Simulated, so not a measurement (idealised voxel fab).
A process module follows: voxel double patterning.
We display cut, a cross-section 175 nm in width whose square cells are each 5 nm.
A cross-section is a grid of square cells, given in bands from the top down. A band is one or more rows of cells.
It is stipulated that each band's entry specify, in nanometres, the height of the top of the band and then that of its bottom, followed by the materials of the band in left-to-right sequence, each together with its width in nanometres. A single material marked by the word "edge to edge" is understood to fill the band from edge to edge; the word "empty" is understood to denote empty space.
Heights are reckoned from 0. Under this level, the received wafer is all of one material. The bottommost band is open-ended downward, for example "top 0, no bottom".
Think of "30->40" as a width that walks from the first number to the second as you go down the band, top row to bottom row, taking equal-sized steps from row to row.
A step reported as "no change occurred" is a step in which no cell of the cross-section changed.
The entry titled "Enclosed void entries" provides the empty spaces that have no open way to the top, restricted to those of 8 cells or more. Each is presented as width x height at distance, the distance being measured from the left edge, with all three in nm.
On each step's line, the part that comes after the settings is the simulator's own comment on the step.
For masked steps, "overlay nm" on the step line gives how far right of plan the mask actually lay; a minus sign means it lay to the left.
Planned step list for the process:
1) RECEIVE, material Si
2) CONFORMAL_DEP, material SiO2, thk nm 5
3) DIRECTIONAL_DEP, material W, thk nm 10
4) DIRECTIONAL_DEP, material SiCN, thk nm 10
5) DIRECTIONAL_DEP, material aC, thk nm 10
6) PATTERN, tone open, mask id FIRST, material resist, width nm 15, pitch nm 50, thk nm 30, overlay nm 0
7) DIRECTIONAL_ETCH, etch materials aC, depth nm 10
8) STRIP, etch materials resist
9) DIRECTIONAL_ETCH, etch materials SiCN, depth nm 10
10) STRIP, etch materials aC
11) PATTERN, tone open, mask id SECOND, material resist, width nm 15, thk nm 20, overlay nm 0
12) DIRECTIONAL_ETCH, etch materials SiCN, depth nm 10
13) STRIP, etch materials resist
14) DIRECTIONAL_ETCH, etch materials W, depth nm 10
15) STRIP, etch materials SiCN
Shown in cross-section is the wafer as received, that is, as it stands after step 1:
- top 0, no bottom: Si edge to edge
- Enclosed void entries: none
Cross-section, end of module. Start: as above. Plan: as above. Execution: one mistake:
- top 15, bottom 5: empty: 80; W: 15; empty: 80
- top 5, bottom 0: SiO2 edge to edge
- top 0, no bottom: Si edge to edge
- Enclosed void entries: none
Diagnosis: note that step 11 departed from the planned setting and was carried out as PATTERN, tone cover, mask id SECOND, material resist, width nm 15, thk nm 20, overlay nm 0
